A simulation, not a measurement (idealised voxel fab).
Process module under the name voxel self aligned vias
The cross-section on display is named cut; it measures 300 nm wide, and its cells are 5 nm squares.
Bands, listed from the top down, are how a cross-section gets written in this document; the cross-section itself is a grid of square cells, and a band is one or more rows of them.
Read a band's entry like this: the first values are the height of its top and the height of its bottom in nm, and what follows is the sequence of materials from left to right, each with its width in nm. Note that "empty" is empty space, and that a single material marked "throughout" reaches across the band from edge to edge.
Height is counted from the level 0, under which the received wafer is composed throughout of one material. The lowest of the bands is not closed at the bottom but continues downward, in the notation "0 and below".
With a width like "30->40", each row of cells in the band differs from the next by the same amount, the top row carrying the first number and the bottom row the second.
When a step is marked "no modifications", none of the cells in the cross-section changed during that step.
If an empty space has no open way to the top and is at least 8 cells in size, "Sealed cavities" lists it, written width x height at distance, where distance is measured from the left edge and every value is in nm.
Heads up: the bit after the settings on a step's line is the simulator's remark on that step.
On any step carrying a mask, the "overlay nm" setting, if present on the step's line, tells how far right of its planned place the mask lay; negative values point to the left.

# These are the steps we planned for the process
1: RECEIVE, material Si
2: CONFORMAL_DEP, material SiO2, thk nm 15
3: CONFORMAL_DEP, material SiCN, thk nm 5
4: DIRECTIONAL_DEP, material lowk, thk nm 30
5: MASKED_ETCH, tone open, mask id LINES, width nm 20, pitch nm 60, etch materials lowk, depth nm 30, overlay nm 0
6: CONFORMAL_DEP, material TiN, thk nm 5
7: FILL_DEP, material Ru, thk nm 10
8: CMP, height nm 50
9: SELECTIVE_ETCH, etch materials W Ru TiN, depth nm 5
10: FILL_DEP, material SiN, thk nm 10
11: CMP, height nm 50
12: DIRECTIONAL_DEP, material lowk, thk nm 20
13: MASKED_ETCH, tone open, mask id VIAS, width nm 30, pitch nm 60, etch materials lowk, depth nm 20, overlay nm 0
14: MASKED_ETCH, tone open, mask id VIAS, width nm 30, pitch nm 60, etch materials SiN, depth nm 5, overlay nm 0
15: CONFORMAL_DEP, material TiN, thk nm 5
16: FILL_DEP, material Cu, thk nm 10
17: CMP, height nm 70
18: CONFORMAL_DEP, material SiN, thk nm 5

# Cross-section of the wafer at receipt, which is the condition after step 1
- 0 and below | Si throughout
- Sealed cavities: none

# first wafer at the end, as planned
- 75 down to 70 | SiN throughout
- 70 down to 55 | lowk 75 nm  TiN 5 nm  Cu 20 nm  TiN 5 nm  lowk 30 nm  TiN 5 nm  Cu 20 nm  TiN 5 nm  lowk 30 nm  TiN 5 nm  Cu 20 nm  TiN 5 nm  lowk 75 nm
- 55 down to 50 | lowk 75 nm  TiN 10 nm  Cu 10 nm  TiN 10 nm  lowk 30 nm  TiN 10 nm  Cu 10 nm  TiN 10 nm  lowk 30 nm  TiN 10 nm  Cu 10 nm  TiN 10 nm  lowk 75 nm
- 50 down to 45 | lowk 80 nm  TiN 20 nm  lowk 40 nm  TiN 20 nm  lowk 40 nm  TiN 20 nm  lowk 80 nm
- 45 down to 25 | lowk 80 nm  TiN 5 nm  Ru 10 nm  TiN 5 nm  lowk 40 nm  TiN 5 nm  Ru 10 nm  TiN 5 nm  lowk 40 nm  TiN 5 nm  Ru 10 nm  TiN 5 nm  lowk 80 nm
- 25 down to 20 | lowk 80 nm  TiN 20 nm  lowk 40 nm  TiN 20 nm  lowk 40 nm  TiN 20 nm  lowk 80 nm
- 20 down to 15 | SiCN throughout
- 15 down to 0 | SiO2 throughout
- 0 and below | Si throughout
- Sealed cavities: none

# Cross-sectional view of the second of two wafers upon completion of the module. This wafer shared its starting condition and process plan with the first; one error was made during its execution
- 75 down to 70 | SiN throughout
- 70 down to 50 | lowk 75 nm  TiN 5 nm  lowk 20 nm  TiN 5 nm  lowk 30 nm  TiN 5 nm  lowk 20 nm  TiN 5 nm  lowk 30 nm  TiN 5 nm  lowk 20 nm  TiN 5 nm  lowk 75 nm
- 50 down to 45 | lowk 80 nm  SiN 20 nm  lowk 40 nm  SiN 20 nm  lowk 40 nm  SiN 20 nm  lowk 80 nm
- 45 down to 25 | lowk 80 nm  TiN 5 nm  Ru 10 nm  TiN 5 nm  lowk 40 nm  TiN 5 nm  Ru 10 nm  TiN 5 nm  lowk 40 nm  TiN 5 nm  Ru 10 nm  TiN 5 nm  lowk 80 nm
- 25 down to 20 | lowk 80 nm  TiN 20 nm  lowk 40 nm  TiN 20 nm  lowk 40 nm  TiN 20 nm  lowk 80 nm
- 20 down to 15 | SiCN throughout
- 15 down to 0 | SiO2 throughout
- 0 and below | Si throughout
- Sealed cavities: none
Deviation from plan: transposition of steps 12 and 13 relative to the planned sequence
Counted in cells at the end, the second wafer holds more or fewer of these materials than the first: Cu: 42 fewer | SiN: 12 more | TiN: 18 fewer | lowk: 48 more
